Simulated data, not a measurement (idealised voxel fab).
Documented hereafter: the process module known as voxel fin reveal.
Cross-section cut spans 200 nm and uses square cells 5 nm in size.
Cross-section spec: square-cell grid; bands listed top down; each band is one or more rows.
Heads up on the band format: heights come first, top then bottom, in nm. After that it's the materials left to right, each with its width in nm. A single material flagged "full width" fills the whole band edge to edge, and "empty" means there's empty space there.
Convention: height 0 is the level below which the wafer, as received, is all one material. The lowest band does not terminate at the bottom but continues downward, represented as "0 down".
When a width is written as two numbers, as in "30->40", the first number is the width in the top row of cells of the band and the second is the width in its bottom row, and the width changes by the same amount from each row to the next.
The designation "nothing was modified", where it is given for a processing step, indicates that no cell of the cross-section was altered in the course of that step.
For the entry "Entrapped void list", the listed items are empty spaces with no open way to the top whose size is 8 cells or more; each item follows the pattern width x height at distance, where distance is from the left edge and all three are in nm.
Note: text after step settings on the step line = simulator remark on that step.
The "overlay nm" setting may appear on a step's line; for a step that uses a mask, it gives how far to the right of its planned position the mask lay, and a negative value indicates the left.

# Process steps (planned)
1) RECEIVE with material Si
2) CONFORMAL_DEP with material SiN, thk nm 5
3) PATTERN with tone cover, mask id FINS, material resist, width nm 15, pitch nm 45, thk nm 20, overlay nm 0
4) DIRECTIONAL_ETCH with etch materials SiN, depth nm 5
5) DIRECTIONAL_ETCH with etch materials Si, depth nm 40
6) STRIP with etch materials resist
7) OXIDIZE with depth nm 5
8) FILL_DEP with material SiO2, thk nm 5
9) CMP with height nm 5
10) SELECTIVE_ETCH with etch materials SiO2, depth nm 35
11) STRIP with etch materials SiN

# Cross-sectional view of the wafer in its as-received condition, corresponding to the state after step 1
	0 down: Si full width
	Entrapped void list: none

# The module was run from the start shown above using the plan shown above, but one mistake was made doing it; the resulting wafer cross-section is below
	5 to 0: empty 45; SiN 15; empty 30; SiN 15; empty 30; SiN 15; empty 50
	0 to -45: empty 50; Si 5; empty 40; Si 5; empty 40; Si 5; empty 55
	-45 down: Si full width
	Entrapped void list: none
Deviation noted in wafer processing: step 11 changed vs plan, executed as STRIP with etch materials SiO2
